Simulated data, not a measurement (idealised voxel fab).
process module | voxel wiring stack
cross-section cut | 180 nm wide | cells 5 nm
A cross-section is a grid of square cells, given in bands from the top down. A band is one or more rows of cells.
Each band's line starts with the height of the band's top and of its bottom, in nm. Then come its materials from left to right, each with its width in nm. One material with "throughout" fills the band from edge to edge. "air" is empty space.
Height 0 is the level under which the wafer as received is all one material. The lowest band goes on downwards, as in "0 down".
A width such as "30 to 40" changes by the same amount from each row of cells to the next, from the band's top row to its bottom row.
"no change" after a step means that no cell of the cross-section changed.
closed voids: empty space of 8 cells or more with no open way to the top, each as width x height at its distance from the left edge, in nm
after a step's settings: what the simulator itself notes on the step
overlay nm, on a step with a mask: how far to the right of its planned place the mask lay; to the left if negative
Each pair below shows a cross-section before one step and the cross-section after it, down to the lowest band that changed. The line under each pair gives the step between them, with its settings. The pairs can come from different runs of this module on the same starting wafer, so a pair continues from the pair above only where its "before" says so.
before
  0 down: Si throughout
  closed voids: none
after
  10 to 0: SiO2 throughout
  below 0: unchanged
  closed voids: none
the step between: op CONFORMAL_DEP | material SiO2 | thk nm 10
before: the cross-section after the pair above
after
  15 to 10: TiN throughout
  below 10: unchanged
  closed voids: none
the step between: op DIRECTIONAL_DEP | material TiN | thk nm 5
before: the cross-section after the pair above
after
  30 to 15: W throughout
  below 15: unchanged
  closed voids: none
the step between: op DIRECTIONAL_DEP | material W | thk nm 15
before: the cross-section after the pair above
after
  45 to 30: aC throughout
  below 30: unchanged
  closed voids: none
the step between: op DIRECTIONAL_DEP | material aC | thk nm 15
before: the cross-section after the pair above
after
  75 to 45: air 55 | resist 20 | air 25 | resist 20 | air 60
  below 45: unchanged
  closed voids: none
the step between: op PATTERN | tone cover | mask id METAL_1 | material resist | width nm 20 | pitch nm 45 | thk nm 30 | overlay nm 0
before: the cross-section after the pair above
after
  60 to 45: air 55 | resist 20 | air 25 | resist 20 | air 60
  45 to 30: air 55 | aC 20 | air 25 | aC 20 | air 60
  below 30: unchanged
  closed voids: none
the step between: op DIRECTIONAL_ETCH | etch materials aC | depth nm 15
before: the cross-section after the pair above
after
  45 to 30: air 55 | aC 20 | air 25 | aC 20 | air 60
  below 30: unchanged
  closed voids: none
the step between: op STRIP | etch materials resist
before: the cross-section after the pair above
after
  45 to 30: air 55 | aC 20 | air 25 | aC 20 | air 60
  30 to 15: air 55 | W 20 | air 25 | W 20 | air 60
  below 15: unchanged
  closed voids: none
the step between: op DIRECTIONAL_ETCH | etch materials W | depth nm 15
before: the cross-section after the pair above
after
  45 to 30: air 55 | aC 20 | air 25 | aC 20 | air 60
  30 to 15: air 55 | W 20 | air 25 | W 20 | air 60
  15 to 10: air 55 | TiN 20 | air 25 | TiN 20 | air 60
  below 10: unchanged
  closed voids: none
the step between: op DIRECTIONAL_ETCH | etch materials TiN | depth nm 5
before: the cross-section after the pair above
after
  30 to 15: air 55 | W 20 | air 25 | W 20 | air 60
  below 15: unchanged
  closed voids: none
the step between: op STRIP | etch materials aC
before: the cross-section after the pair above
after
  40 to 30: SiO2 throughout
  30 to 15: SiO2 55 | W 20 | SiO2 25 | W 20 | SiO2 60
  15 to 10: SiO2 55 | TiN 20 | SiO2 25 | TiN 20 | SiO2 60
  below 10: unchanged
  closed voids: none
the step between: op FILL_DEP | material SiO2 | thk nm 10
before: the cross-section after the pair above
after
  30 to 15: SiO2 55 | W 20 | SiO2 25 | W 20 | SiO2 60
  below 15: unchanged
  closed voids: none
the step between: op CMP | height nm 30
before: the cross-section after the pair above
after
  35 to 30: SiCN throughout
  below 30: unchanged
  closed voids: none
the step between: op CONFORMAL_DEP | material SiCN | thk nm 5
before: the cross-section after the pair above
after
  70 to 35: lowk throughout
  below 35: unchanged
  closed voids: none
the step between: op DIRECTIONAL_DEP | material lowk | thk nm 35
before: the cross-section after the pair above
after
  85 to 70: aC throughout
  below 70: unchanged
  closed voids: none
the step between: op DIRECTIONAL_DEP | material aC | thk nm 15
before: the cross-section after the pair above
after
  120 to 85: resist 55 | air 15 | resist 110
  below 85: unchanged
  closed voids: none
the step between: op PATTERN | tone open | mask id METAL_2_HOLES | material resist | width nm 15 | thk nm 35 | overlay nm 0
before: the cross-section after the pair above
after
  105 to 85: resist 55 | air 15 | resist 110
  85 to 70: aC 55 | air 15 | aC 110
  below 70: unchanged
  closed voids: none
the step between: op DIRECTIONAL_ETCH | etch materials aC | depth nm 15
before: the cross-section after the pair above
after
  85 to 70: aC 55 | air 15 | aC 110
  below 70: unchanged
  closed voids: none
the step between: op STRIP | etch materials resist
before: the cross-section after the pair above
after
  85 to 70: aC 55 | air 15 | aC 110
  70 to 35: lowk 55 | air 15 | lowk 110
  below 35: unchanged
  closed voids: none
the step between: op DIRECTIONAL_ETCH | etch materials lowk | depth nm 35
before: the cross-section after the pair above
after
  70 to 35: lowk 55 | air 15 | lowk 110
  below 35: unchanged
  closed voids: none
the step between: op STRIP | etch materials aC
before: the cross-section after the pair above
after
  85 to 70: aC 55 | air 15 | aC 110
  70 to 50: lowk 55 | air 15 | lowk 110
  50 to 35: lowk 55 | aC 15 | lowk 110
  below 35: unchanged
  closed voids: none
the step between: op DIRECTIONAL_DEP | material aC | thk nm 15
before: the cross-section after the pair above
after
  115 to 85: resist 55 | air 20 | resist 25 | air 20 | resist 60
  below 85: unchanged
  closed voids: none
the step between: op PATTERN | tone open | mask id METAL_2 | material resist | width nm 20 | pitch nm 45 | thk nm 30 | overlay nm 0
before: the cross-section after the pair above
after
  100 to 85: resist 55 | air 20 | resist 25 | air 20 | resist 60
  85 to 70: aC 55 | air 20 | aC 25 | air 20 | aC 60
  70 to 35: lowk 55 | air 15 | lowk 110
  below 35: unchanged
  closed voids: none
the step between: op DIRECTIONAL_ETCH | etch materials aC | depth nm 15
before: the cross-section after the pair above
after
  85 to 70: aC 55 | air 20 | aC 25 | air 20 | aC 60
  below 70: unchanged
  closed voids: none
the step between: op STRIP | etch materials resist
before: the cross-section after the pair above
after
  85 to 70: aC 55 | air 20 | aC 25 | air 20 | aC 60
  70 to 50: lowk 55 | air 20 | lowk 25 | air 20 | lowk 60
  below 50: unchanged
  closed voids: none
the step between: op DIRECTIONAL_ETCH | etch materials lowk | depth nm 20
before: the cross-section after the pair above
after
  85 to 70: aC 55 | air 20 | aC 25 | air 20 | aC 60
  70 to 50: lowk 55 | air 20 | lowk 25 | air 20 | lowk 60
  50 to 35: lowk 55 | air 15 | lowk 110
  35 to 30: SiCN 55 | air 15 | SiCN 110
  below 30: unchanged
  closed voids: none
the step between: op DIRECTIONAL_ETCH | etch materials SiCN | depth nm 5
before: the cross-section after the pair above
after
  70 to 50: lowk 55 | air 20 | lowk 25 | air 20 | lowk 60
  below 50: unchanged
  closed voids: none
the step between: op STRIP | etch materials aC
before: the cross-section after the pair above
after
  75 to 70: TiN 60 | air 10 | TiN 35 | air 10 | TiN 65
  70 to 55: lowk 55 | TiN 5 | air 10 | TiN 5 | lowk 25 | TiN 5 | air 10 | TiN 5 | lowk 60
  55 to 50: lowk 55 | TiN 5 | air 5 | TiN 10 | lowk 25 | TiN 20 | lowk 60
  50 to 35: lowk 55 | TiN 5 | air 5 | TiN 5 | lowk 110
  35 to 30: SiCN 55 | TiN 15 | SiCN 110
  below 30: unchanged
  closed voids: none
the step between: op CONFORMAL_DEP | material TiN | thk nm 5
before: the cross-section after the pair above
after
  80 to 75: Cu throughout
  75 to 70: TiN 60 | Cu 10 | TiN 35 | Cu 10 | TiN 65
  70 to 55: lowk 55 | TiN 5 | Cu 10 | TiN 5 | lowk 25 | TiN 5 | Cu 10 | TiN 5 | lowk 60
  55 to 50: lowk 55 | TiN 5 | Cu 5 | TiN 10 | lowk 25 | TiN 20 | lowk 60
  50 to 35: lowk 55 | TiN 5 | Cu 5 | TiN 5 | lowk 110
  below 35: unchanged
  closed voids: none
the step between: op FILL_DEP | material Cu | thk nm 5
before: the cross-section after the pair above
after
  70 to 55: lowk 55 | TiN 5 | Cu 10 | TiN 5 | lowk 25 | TiN 5 | Cu 10 | TiN 5 | lowk 60
  below 55: unchanged
  closed voids: none
the step between: op CMP | height nm 70
before: the cross-section after the pair above
after
  75 to 70: SiN throughout
  below 70: unchanged
  closed voids: none
the step between: op CONFORMAL_DEP | material SiN | thk nm 5
before
  0 down: Si throughout
  closed voids: none
after
  5 to 0: TiN throughout
  below 0: unchanged
  closed voids: none
the step between: op DIRECTIONAL_DEP | material TiN | thk nm 5
before: the cross-section after the pair above
after
  20 to 5: W throughout
  below 5: unchanged
  closed voids: none
the step between: op DIRECTIONAL_DEP | material W | thk nm 15
before: the cross-section after the pair above
after
  35 to 20: aC throughout
  below 20: unchanged
  closed voids: none
the step between: op DIRECTIONAL_DEP | material aC | thk nm 15
before: the cross-section after the pair above
after
  65 to 35: air 55 | resist 20 | air 25 | resist 20 | air 60
  below 35: unchanged
  closed voids: none
the step between: op PATTERN | tone cover | mask id METAL_1 | material resist | width nm 20 | pitch nm 45 | thk nm 30 | overlay nm 0
before: the cross-section after the pair above
after
  50 to 35: air 55 | resist 20 | air 25 | resist 20 | air 60
  35 to 20: air 55 | aC 20 | air 25 | aC 20 | air 60
  below 20: unchanged
  closed voids: none
the step between: op DIRECTIONAL_ETCH | etch materials aC | depth nm 15
before: the cross-section after the pair above
after
  35 to 20: air 55 | aC 20 | air 25 | aC 20 | air 60
  below 20: unchanged
  closed voids: none
the step between: op STRIP | etch materials resist
before: the cross-section after the pair above
after
  35 to 20: air 55 | aC 20 | air 25 | aC 20 | air 60
  20 to 5: air 55 | W 20 | air 25 | W 20 | air 60
  below 5: unchanged
  closed voids: none
the step between: op DIRECTIONAL_ETCH | etch materials W | depth nm 15
before: the cross-section after the pair above
after
  35 to 20: air 55 | aC 20 | air 25 | aC 20 | air 60
  20 to 5: air 55 | W 20 | air 25 | W 20 | air 60
  5 to 0: air 55 | TiN 20 | air 25 | TiN 20 | air 60
  below 0: unchanged
  closed voids: none
the step between: op DIRECTIONAL_ETCH | etch materials TiN | depth nm 5
before: the cross-section after the pair above
after
  20 to 5: air 55 | W 20 | air 25 | W 20 | air 60
  below 5: unchanged
  closed voids: none
the step between: op STRIP | etch materials aC
before: the cross-section after the pair above
after
  30 to 20: SiO2 throughout
  20 to 5: SiO2 55 | W 20 | SiO2 25 | W 20 | SiO2 60
  5 to 0: SiO2 55 | TiN 20 | SiO2 25 | TiN 20 | SiO2 60
  below 0: unchanged
  closed voids: none
the step between: op FILL_DEP | material SiO2 | thk nm 10
before: the cross-section after the pair above
after
  35 to 30: SiCN throughout
  below 30: unchanged
  closed voids: none
the step between: op CONFORMAL_DEP | material SiCN | thk nm 5
before: the cross-section after the pair above
after
  70 to 35: lowk throughout
  below 35: unchanged
  closed voids: none
the step between: op DIRECTIONAL_DEP | material lowk | thk nm 35
before: the cross-section after the pair above
after
  85 to 70: aC throughout
  below 70: unchanged
  closed voids: none
the step between: op DIRECTIONAL_DEP | material aC | thk nm 15
before: the cross-section after the pair above
after
  120 to 85: resist 55 | air 15 | resist 110
  below 85: unchanged
  closed voids: none
the step between: op PATTERN | tone open | mask id METAL_2_HOLES | material resist | width nm 15 | thk nm 35 | overlay nm 0
before: the cross-section after the pair above
after
  105 to 85: resist 55 | air 15 | resist 110
  85 to 70: aC 55 | air 15 | aC 110
  below 70: unchanged
  closed voids: none
the step between: op DIRECTIONAL_ETCH | etch materials aC | depth nm 15
before: the cross-section after the pair above
after
  85 to 70: aC 55 | air 15 | aC 110
  below 70: unchanged
  closed voids: none
the step between: op STRIP | etch materials resist
before: the cross-section after the pair above
after
  85 to 70: aC 55 | air 15 | aC 110
  70 to 35: lowk 55 | air 15 | lowk 110
  below 35: unchanged
  closed voids: none
the step between: op DIRECTIONAL_ETCH | etch materials lowk | depth nm 35
before: the cross-section after the pair above
after
  70 to 35: lowk 55 | air 15 | lowk 110
  below 35: unchanged
  closed voids: none
the step between: op STRIP | etch materials aC
before: the cross-section after the pair above
after
  85 to 70: aC 55 | air 15 | aC 110
  70 to 50: lowk 55 | air 15 | lowk 110
  50 to 35: lowk 55 | aC 15 | lowk 110
  below 35: unchanged
  closed voids: none
the step between: op DIRECTIONAL_DEP | material aC | thk nm 15
before: the cross-section after the pair above
after
  115 to 85: resist 55 | air 20 | resist 25 | air 20 | resist 60
  below 85: unchanged
  closed voids: none
the step between: op PATTERN | tone open | mask id METAL_2 | material resist | width nm 20 | pitch nm 45 | thk nm 30 | overlay nm 0
before: the cross-section after the pair above
after
  100 to 85: resist 55 | air 20 | resist 25 | air 20 | resist 60
  85 to 70: aC 55 | air 20 | aC 25 | air 20 | aC 60
  70 to 35: lowk 55 | air 15 | lowk 110
  below 35: unchanged
  closed voids: none
the step between: op DIRECTIONAL_ETCH | etch materials aC | depth nm 15
before: the cross-section after the pair above
after
  85 to 70: aC 55 | air 20 | aC 25 | air 20 | aC 60
  below 70: unchanged
  closed voids: none
the step between: op STRIP | etch materials resist
before: the cross-section after the pair above
after
  85 to 70: aC 55 | air 20 | aC 25 | air 20 | aC 60
  70 to 50: lowk 55 | air 20 | lowk 25 | air 20 | lowk 60
  below 50: unchanged
  closed voids: none
the step between: op DIRECTIONAL_ETCH | etch materials lowk | depth nm 20
before: the cross-section after the pair above
after
  85 to 70: aC 55 | air 20 | aC 25 | air 20 | aC 60
  70 to 50: lowk 55 | air 20 | lowk 25 | air 20 | lowk 60
  50 to 35: lowk 55 | air 15 | lowk 110
  35 to 30: SiCN 55 | air 15 | SiCN 110
  below 30: unchanged
  closed voids: none
the step between: op DIRECTIONAL_ETCH | etch materials SiCN | depth nm 5
before: the cross-section after the pair above
after
  70 to 50: lowk 55 | air 20 | lowk 25 | air 20 | lowk 60
  below 50: unchanged
  closed voids: none
the step between: op STRIP | etch materials aC
before: the cross-section after the pair above
after
  75 to 70: TiN 60 | air 10 | TiN 35 | air 10 | TiN 65
  70 to 55: lowk 55 | TiN 5 | air 10 | TiN 5 | lowk 25 | TiN 5 | air 10 | TiN 5 | lowk 60
  55 to 50: lowk 55 | TiN 5 | air 5 | TiN 10 | lowk 25 | TiN 20 | lowk 60
  50 to 35: lowk 55 | TiN 5 | air 5 | TiN 5 | lowk 110
  35 to 30: SiCN 55 | TiN 15 | SiCN 110
  below 30: unchanged
  closed voids: none
the step between: op CONFORMAL_DEP | material TiN | thk nm 5
before: the cross-section after the pair above
after
  80 to 75: Cu throughout
  75 to 70: TiN 60 | Cu 10 | TiN 35 | Cu 10 | TiN 65
  70 to 55: lowk 55 | TiN 5 | Cu 10 | TiN 5 | lowk 25 | TiN 5 | Cu 10 | TiN 5 | lowk 60
  55 to 50: lowk 55 | TiN 5 | Cu 5 | TiN 10 | lowk 25 | TiN 20 | lowk 60
  50 to 35: lowk 55 | TiN 5 | Cu 5 | TiN 5 | lowk 110
  below 35: unchanged
  closed voids: none
the step between: op FILL_DEP | material Cu | thk nm 5
before: the cross-section after the pair above
after
  70 to 55: lowk 55 | TiN 5 | Cu 10 | TiN 5 | lowk 25 | TiN 5 | Cu 10 | TiN 5 | lowk 60
  below 55: unchanged
  closed voids: none
the step between: op CMP | height nm 70
before: the cross-section after the pair above
after
  75 to 70: SiN throughout
  below 70: unchanged
  closed voids: none
the step between: op CONFORMAL_DEP | material SiN | thk nm 5
before
  70 to 35: lowk throughout
  35 to 30: SiCN throughout
  30 to 15: SiO2 55 | W 20 | SiO2 25 | W 20 | SiO2 60
  15 to 10: SiO2 55 | TiN 20 | SiO2 25 | TiN 20 | SiO2 60
  10 to 0: SiO2 throughout
  0 down: Si throughout
  closed voids: none
after
  105 to 35: lowk throughout
  below 35: unchanged
  closed voids: none
the step between: op DIRECTIONAL_DEP | material lowk | thk nm 35
before: the cross-section after the pair above
after
  120 to 105: aC throughout
  below 105: unchanged
  closed voids: none
the step between: op DIRECTIONAL_DEP | material aC | thk nm 15
before: the cross-section after the pair above
after
  155 to 120: resist 55 | air 15 | resist 110
  below 120: unchanged
  closed voids: none
the step between: op PATTERN | tone open | mask id METAL_2_HOLES | material resist | width nm 15 | thk nm 35 | overlay nm 0
before: the cross-section after the pair above
after
  140 to 120: resist 55 | air 15 | resist 110
  120 to 105: aC 55 | air 15 | aC 110
  below 105: unchanged
  closed voids: none
the step between: op DIRECTIONAL_ETCH | etch materials aC | depth nm 15
before: the cross-section after the pair above
after
  120 to 105: aC 55 | air 15 | aC 110
  below 105: unchanged
  closed voids: none
the step between: op STRIP | etch materials resist
before: the cross-section after the pair above
after
  120 to 105: aC 55 | air 15 | aC 110
  105 to 70: lowk 55 | air 15 | lowk 110
  below 70: unchanged
  closed voids: none
the step between: op DIRECTIONAL_ETCH | etch materials lowk | depth nm 35
before: the cross-section after the pair above
after
  105 to 70: lowk 55 | air 15 | lowk 110
  below 70: unchanged
  closed voids: none
the step between: op STRIP | etch materials aC
before: the cross-section after the pair above
after
  120 to 105: aC 55 | air 15 | aC 110
  105 to 85: lowk 55 | air 15 | lowk 110
  85 to 70: lowk 55 | aC 15 | lowk 110
  below 70: unchanged
  closed voids: none
the step between: op DIRECTIONAL_DEP | material aC | thk nm 15
before: the cross-section after the pair above
after
  150 to 120: resist 55 | air 20 | resist 25 | air 20 | resist 60
  below 120: unchanged
  closed voids: none
the step between: op PATTERN | tone open | mask id METAL_2 | material resist | width nm 20 | pitch nm 45 | thk nm 30 | overlay nm 0
before: the cross-section after the pair above
after
  135 to 120: resist 55 | air 20 | resist 25 | air 20 | resist 60
  120 to 105: aC 55 | air 20 | aC 25 | air 20 | aC 60
  105 to 70: lowk 55 | air 15 | lowk 110
  below 70: unchanged
  closed voids: none
the step between: op DIRECTIONAL_ETCH | etch materials aC | depth nm 15
before: the cross-section after the pair above
after
  120 to 105: aC 55 | air 20 | aC 25 | air 20 | aC 60
  below 105: unchanged
  closed voids: none
the step between: op STRIP | etch materials resist
before: the cross-section after the pair above
after
  120 to 105: aC 55 | air 20 | aC 25 | air 20 | aC 60
  105 to 85: lowk 55 | air 20 | lowk 25 | air 20 | lowk 60
  85 to 50: lowk 55 | air 15 | lowk 110
  below 50: unchanged
  closed voids: none
the step between: op DIRECTIONAL_ETCH | etch materials lowk | depth nm 20
before: the cross-section after the pair above
after
  105 to 85: lowk 55 | air 20 | lowk 25 | air 20 | lowk 60
  below 85: unchanged
  closed voids: none
the step between: op STRIP | etch materials aC
before: the cross-section after the pair above
after
  110 to 105: TiN 60 | air 10 | TiN 35 | air 10 | TiN 65
  105 to 90: lowk 55 | TiN 5 | air 10 | TiN 5 | lowk 25 | TiN 5 | air 10 | TiN 5 | lowk 60
  90 to 85: lowk 55 | TiN 5 | air 5 | TiN 10 | lowk 25 | TiN 20 | lowk 60
  85 to 55: lowk 55 | TiN 5 | air 5 | TiN 5 | lowk 110
  55 to 50: lowk 55 | TiN 15 | lowk 110
  below 50: unchanged
  closed voids: none
the step between: op CONFORMAL_DEP | material TiN | thk nm 5
before: the cross-section after the pair above
after
  115 to 110: Cu throughout
  110 to 105: TiN 60 | Cu 10 | TiN 35 | Cu 10 | TiN 65
  105 to 90: lowk 55 | TiN 5 | Cu 10 | TiN 5 | lowk 25 | TiN 5 | Cu 10 | TiN 5 | lowk 60
  90 to 85: lowk 55 | TiN 5 | Cu 5 | TiN 10 | lowk 25 | TiN 20 | lowk 60
  85 to 55: lowk 55 | TiN 5 | Cu 5 | TiN 5 | lowk 110
  below 55: unchanged
  closed voids: none
the step between: op FILL_DEP | material Cu | thk nm 5
before: the cross-section after the pair above
after
  70 to 55: lowk 55 | TiN 5 | Cu 5 | TiN 5 | lowk 110
  below 55: unchanged
  closed voids: none
the step between: op CMP | height nm 70
before: the cross-section after the pair above
after
  75 to 70: SiN throughout
  below 70: unchanged
  closed voids: none
the step between: op CONFORMAL_DEP | material SiN | thk nm 5
before
  30 to 15: SiO2 55 | W 20 | SiO2 25 | W 20 | SiO2 60
  15 to 10: SiO2 55 | TiN 20 | SiO2 25 | TiN 20 | SiO2 60
  10 to 0: SiO2 throughout
  0 down: Si throughout
  closed voids: none
after
  65 to 30: lowk throughout
  below 30: unchanged
  closed voids: none
the step between: op DIRECTIONAL_DEP | material lowk | thk nm 35
before: the cross-section after the pair above
after
  70 to 65: SiCN throughout
  below 65: unchanged
  closed voids: none
the step between: op CONFORMAL_DEP | material SiCN | thk nm 5
before: the cross-section after the pair above
after
  85 to 70: aC throughout
  below 70: unchanged
  closed voids: none
the step between: op DIRECTIONAL_DEP | material aC | thk nm 15
before: the cross-section after the pair above
after
  120 to 85: resist 55 | air 15 | resist 110
  below 85: unchanged
  closed voids: none
the step between: op PATTERN | tone open | mask id METAL_2_HOLES | material resist | width nm 15 | thk nm 35 | overlay nm 0
before: the cross-section after the pair above
after
  105 to 85: resist 55 | air 15 | resist 110
  85 to 70: aC 55 | air 15 | aC 110
  below 70: unchanged
  closed voids: none
the step between: op DIRECTIONAL_ETCH | etch materials aC | depth nm 15
before: the cross-section after the pair above
after
  85 to 70: aC 55 | air 15 | aC 110
  below 70: unchanged
  closed voids: none
the step between: op STRIP | etch materials resist
before: the cross-section after the pair above
after
  70 to 65: SiCN throughout
  below 65: unchanged
  closed voids: none
the step between: op STRIP | etch materials aC
before
  85 to 70: aC throughout
  70 to 65: SiCN throughout
  65 to 30: lowk throughout
  30 to 15: SiO2 55 | W 20 | SiO2 25 | W 20 | SiO2 60
  15 to 10: SiO2 55 | TiN 20 | SiO2 25 | TiN 20 | SiO2 60
  10 to 0: SiO2 throughout
  0 down: Si throughout
  closed voids: none
after
  115 to 85: resist 55 | air 20 | resist 25 | air 20 | resist 60
  below 85: unchanged
  closed voids: none
the step between: op PATTERN | tone open | mask id METAL_2 | material resist | width nm 20 | pitch nm 45 | thk nm 30 | overlay nm 0
before: the cross-section after the pair above
after
  100 to 85: resist 55 | air 20 | resist 25 | air 20 | resist 60
  85 to 70: aC 55 | air 20 | aC 25 | air 20 | aC 60
  below 70: unchanged
  closed voids: none
the step between: op DIRECTIONAL_ETCH | etch materials aC | depth nm 15
before: the cross-section after the pair above
after
  85 to 70: aC 55 | air 20 | aC 25 | air 20 | aC 60
  below 70: unchanged
  closed voids: none
the step between: op STRIP | etch materials resist
before: the cross-section after the pair above
after
  85 to 70: aC 55 | air 20 | aC 25 | air 20 | aC 60
  70 to 65: SiCN 55 | air 20 | SiCN 25 | air 20 | SiCN 60
  below 65: unchanged
  closed voids: none
the step between: op DIRECTIONAL_ETCH | etch materials SiCN | depth nm 5
before: the cross-section after the pair above
after
  70 to 65: SiCN 55 | air 20 | SiCN 25 | air 20 | SiCN 60
  below 65: unchanged
  closed voids: none
the step between: op STRIP | etch materials aC
before: the cross-section after the pair above
after
  75 to 70: TiN 60 | air 10 | TiN 35 | air 10 | TiN 65
  70 to 65: SiCN 55 | TiN 20 | SiCN 25 | TiN 20 | SiCN 60
  below 65: unchanged
  closed voids: none
the step between: op CONFORMAL_DEP | material TiN | thk nm 5
before: the cross-section after the pair above
after
  80 to 75: Cu throughout
  75 to 70: TiN 60 | Cu 10 | TiN 35 | Cu 10 | TiN 65
  below 70: unchanged
  closed voids: none
the step between: op FILL_DEP | material Cu | thk nm 5
before: the cross-section after the pair above
after
  70 to 65: SiCN 55 | TiN 20 | SiCN 25 | TiN 20 | SiCN 60
  below 65: unchanged
  closed voids: none
the step between: op CMP | height nm 70
before: the cross-section after the pair above
after
  75 to 70: SiN throughout
  below 70: unchanged
  closed voids: none
the step between: op CONFORMAL_DEP | material SiN | thk nm 5
before
  35 to 30: SiCN throughout
  30 to 15: SiO2 55 | W 20 | SiO2 25 | W 20 | SiO2 60
  15 to 10: SiO2 55 | TiN 20 | SiO2 25 | TiN 20 | SiO2 60
  10 to 0: SiO2 throughout
  0 down: Si throughout
  closed voids: none
after
  60 to 35: lowk throughout
  below 35: unchanged
  closed voids: none
the step between: op DIRECTIONAL_DEP | material lowk | thk nm 25
before: the cross-section after the pair above
after
  75 to 60: aC throughout
  below 60: unchanged
  closed voids: none
the step between: op DIRECTIONAL_DEP | material aC | thk nm 15
before: the cross-section after the pair above
after
  110 to 75: resist 55 | air 15 | resist 110
  below 75: unchanged
  closed voids: none
the step between: op PATTERN | tone open | mask id METAL_2_HOLES | material resist | width nm 15 | thk nm 35 | overlay nm 0
before: the cross-section after the pair above
after
  95 to 75: resist 55 | air 15 | resist 110
  75 to 60: aC 55 | air 15 | aC 110
  below 60: unchanged
  closed voids: none
the step between: op DIRECTIONAL_ETCH | etch materials aC | depth nm 15
before: the cross-section after the pair above
after
  75 to 60: aC 55 | air 15 | aC 110
  below 60: unchanged
  closed voids: none
the step between: op STRIP | etch materials resist
before: the cross-section after the pair above
after
  75 to 60: aC 55 | air 15 | aC 110
  60 to 35: lowk 55 | air 15 | lowk 110
  below 35: unchanged
  closed voids: none
the step between: op DIRECTIONAL_ETCH | etch materials lowk | depth nm 35
before: the cross-section after the pair above
after
  60 to 35: lowk 55 | air 15 | lowk 110
  below 35: unchanged
  closed voids: none
the step between: op STRIP | etch materials aC
before: the cross-section after the pair above
after
  75 to 60: aC 55 | air 15 | aC 110
  60 to 50: lowk 55 | air 15 | lowk 110
  50 to 35: lowk 55 | aC 15 | lowk 110
  below 35: unchanged
  closed voids: none
the step between: op DIRECTIONAL_DEP | material aC | thk nm 15
before: the cross-section after the pair above
after
  105 to 75: resist 55 | air 20 | resist 25 | air 20 | resist 60
  below 75: unchanged
  closed voids: none
the step between: op PATTERN | tone open | mask id METAL_2 | material resist | width nm 20 | pitch nm 45 | thk nm 30 | overlay nm 0
before: the cross-section after the pair above
after
  90 to 75: resist 55 | air 20 | resist 25 | air 20 | resist 60
  75 to 60: aC 55 | air 20 | aC 25 | air 20 | aC 60
  60 to 35: lowk 55 | air 15 | lowk 110
  below 35: unchanged
  closed voids: none
the step between: op DIRECTIONAL_ETCH | etch materials aC | depth nm 15
before: the cross-section after the pair above
after
  75 to 60: aC 55 | air 20 | aC 25 | air 20 | aC 60
  below 60: unchanged
  closed voids: none
the step between: op STRIP | etch materials resist
before: the cross-section after the pair above
after
  75 to 60: aC 55 | air 20 | aC 25 | air 20 | aC 60
  60 to 40: lowk 55 | air 20 | lowk 25 | air 20 | lowk 60
  below 40: unchanged
  closed voids: none
the step between: op DIRECTIONAL_ETCH | etch materials lowk | depth nm 20
before: the cross-section after the pair above
after
  75 to 60: aC 55 | air 20 | aC 25 | air 20 | aC 60
  60 to 40: lowk 55 | air 20 | lowk 25 | air 20 | lowk 60
  40 to 35: lowk 55 | air 15 | lowk 110
  35 to 30: SiCN 55 | air 15 | SiCN 110
  below 30: unchanged
  closed voids: none
the step between: op DIRECTIONAL_ETCH | etch materials SiCN | depth nm 5
before: the cross-section after the pair above
after
  60 to 40: lowk 55 | air 20 | lowk 25 | air 20 | lowk 60
  below 40: unchanged
  closed voids: none
the step between: op STRIP | etch materials aC
before: the cross-section after the pair above
after
  65 to 60: TiN 60 | air 10 | TiN 35 | air 10 | TiN 65
  60 to 45: lowk 55 | TiN 5 | air 10 | TiN 5 | lowk 25 | TiN 5 | air 10 | TiN 5 | lowk 60
  45 to 40: lowk 55 | TiN 5 | air 5 | TiN 10 | lowk 25 | TiN 20 | lowk 60
  40 to 35: lowk 55 | TiN 5 | air 5 | TiN 5 | lowk 110
  35 to 30: SiCN 55 | TiN 15 | SiCN 110
  below 30: unchanged
  closed voids: none
the step between: op CONFORMAL_DEP | material TiN | thk nm 5
before: the cross-section after the pair above
after
  70 to 65: Cu throughout
  65 to 60: TiN 60 | Cu 10 | TiN 35 | Cu 10 | TiN 65
  60 to 45: lowk 55 | TiN 5 | Cu 10 | TiN 5 | lowk 25 | TiN 5 | Cu 10 | TiN 5 | lowk 60
  45 to 40: lowk 55 | TiN 5 | Cu 5 | TiN 10 | lowk 25 | TiN 20 | lowk 60
  40 to 35: lowk 55 | TiN 5 | Cu 5 | TiN 5 | lowk 110
  below 35: unchanged
  closed voids: none
the step between: op FILL_DEP | material Cu | thk nm 5
before: the cross-section after the pair above
after
  75 to 70: SiN throughout
  below 70: unchanged
  closed voids: none
the step between: op CONFORMAL_DEP | material SiN | thk nm 5
before
  85 to 70: aC 55 | air 15 | aC 110
  70 to 50: lowk 55 | air 15 | lowk 110
  50 to 35: lowk 55 | aC 15 | lowk 110
  35 to 30: SiCN throughout
  30 to 15: SiO2 55 | W 20 | SiO2 25 | W 20 | SiO2 60
  15 to 10: SiO2 55 | TiN 20 | SiO2 25 | TiN 20 | SiO2 60
  10 to 0: SiO2 throughout
  0 down: Si throughout
  closed voids: none
after
  115 to 85: resist 50 | air 30 | resist 15 | air 30 | resist 55
  below 85: unchanged
  closed voids: none
the step between: op PATTERN | tone open | mask id METAL_2 | material resist | width nm 30 | pitch nm 45 | thk nm 30 | overlay nm 0
before: the cross-section after the pair above
after
  100 to 85: resist 50 | air 30 | resist 15 | air 30 | resist 55
  85 to 70: aC 50 | air 30 | aC 15 | air 30 | aC 55
  70 to 35: lowk 55 | air 15 | lowk 110
  below 35: unchanged
  closed voids: none
the step between: op DIRECTIONAL_ETCH | etch materials aC | depth nm 15
before: the cross-section after the pair above
after
  85 to 70: aC 50 | air 30 | aC 15 | air 30 | aC 55
  below 70: unchanged
  closed voids: none
the step between: op STRIP | etch materials resist
before: the cross-section after the pair above
after
  85 to 70: aC 50 | air 30 | aC 15 | air 30 | aC 55
  70 to 50: lowk 50 | air 30 | lowk 15 | air 30 | lowk 55
  below 50: unchanged
  closed voids: none
the step between: op DIRECTIONAL_ETCH | etch materials lowk | depth nm 20
before: the cross-section after the pair above
after
  85 to 70: aC 50 | air 30 | aC 15 | air 30 | aC 55
  70 to 50: lowk 50 | air 30 | lowk 15 | air 30 | lowk 55
  50 to 35: lowk 55 | air 15 | lowk 110
  35 to 30: SiCN 55 | air 15 | SiCN 110
  below 30: unchanged
  closed voids: none
the step between: op DIRECTIONAL_ETCH | etch materials SiCN | depth nm 5
before: the cross-section after the pair above
after
  70 to 50: lowk 50 | air 30 | lowk 15 | air 30 | lowk 55
  below 50: unchanged
  closed voids: none
the step between: op STRIP | etch materials aC
